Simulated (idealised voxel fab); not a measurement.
voxel fin reveal: a process module
Section cut is 160 nm wide and gridded with 5 nm square cells.
Cross-section, as written here: a square-cell grid given band by band from the top down, where a band holds one or more rows of cells.
The band entry comprises the height of the band's top followed by the height of its bottom, expressed in nm, and subsequently the band's materials from left to right, each stated together with its width in nm. Where a single material is marked with the word "all across", that material fills the band from edge to edge. The word "empty" represents empty space.
A quick word on heights: they are counted from 0, and under that level the wafer as it came to us is one material throughout. The lowest band is different from the rest in having no bottom; it simply continues downward, written as in "0 nm and below".
Width spec "30->40" -> top row of cells at first value, bottom row at second value, equal per-row change in between.
"nothing altered" after a step means that no cell of the cross-section changed.
Entry "Closed void catalog" = empty spaces >= 8 cells with no open way to the top; each as width x height at distance, distance from left edge, all nm.
What comes after the settings on a step's line is commentary from the simulator itself on that step.
On any step carrying a mask, the "overlay nm" setting, if present on the step's line, tells how far right of its planned place the mask lay; negative values point to the left.
Process steps foreseen in the plan:
| 1 | RECEIVE | material Si |
| 2 | CONFORMAL_DEP | material SiN | thk nm 10 |
| 3 | DIRECTIONAL_DEP | material aC | thk nm 15 |
| 4 | PATTERN | tone cover | mask id FINS | material resist | width nm 15 | pitch nm 40 | thk nm 35 | overlay nm 0 |
| 5 | DIRECTIONAL_ETCH | etch materials aC | depth nm 15 |
| 6 | STRIP | etch materials resist |
| 7 | DIRECTIONAL_ETCH | etch materials SiN | depth nm 10 |
| 8 | DIRECTIONAL_ETCH | etch materials Si | depth nm 30 |
| 9 | STRIP | etch materials aC |
| 10 | FILL_DEP | material SiO2 | thk nm 15 |
| 11 | CMP | height nm 10 |
| 12 | SELECTIVE_ETCH | etch materials SiO2 | depth nm 25 |
| 13 | STRIP | etch materials SiN |
| 14 | CONFORMAL_DEP | material HfO2 | thk nm 5 |
Cross-section of the wafer at receipt, which is the condition after step 1:
0 nm and below = Si all across
Closed void catalog: none
What the wafer looks like in cross-section after this module, when it starts as shown above and follows the plan above but one mistake is made in running it:
5 nm to 0 nm = 25 empty, 25 HfO2, 15 empty, 25 HfO2, 15 empty, 25 HfO2, 30 empty
0 nm to -10 nm = 25 empty, 5 HfO2, 15 Si, 5 HfO2, 15 empty, 5 HfO2, 15 Si, 5 HfO2, 15 empty, 5 HfO2, 15 Si, 5 HfO2, 30 empty
-10 nm to -15 nm = 10 HfO2, 15 empty, 5 HfO2, 15 Si, 5 HfO2, 15 empty, 5 HfO2, 15 Si, 5 HfO2, 15 empty, 5 HfO2, 15 Si, 5 HfO2, 15 empty, 15 HfO2
-15 nm to -20 nm = 5 SiO2, 5 HfO2, 15 empty, 5 HfO2, 15 Si, 5 HfO2, 15 empty, 5 HfO2, 15 Si, 5 HfO2, 15 empty, 5 HfO2, 15 Si, 5 HfO2, 15 empty, 5 HfO2, 10 SiO2
-20 nm to -25 nm = 5 SiO2, 25 HfO2, 15 Si, 25 HfO2, 15 Si, 25 HfO2, 15 Si, 25 HfO2, 10 SiO2
-25 nm to -30 nm = 30 SiO2, 15 Si, 25 SiO2, 15 Si, 25 SiO2, 15 Si, 35 SiO2
-30 nm and below = Si all across
Closed void catalog: none
Diagnosis: transposition of steps 12 and 13 relative to the planned sequence
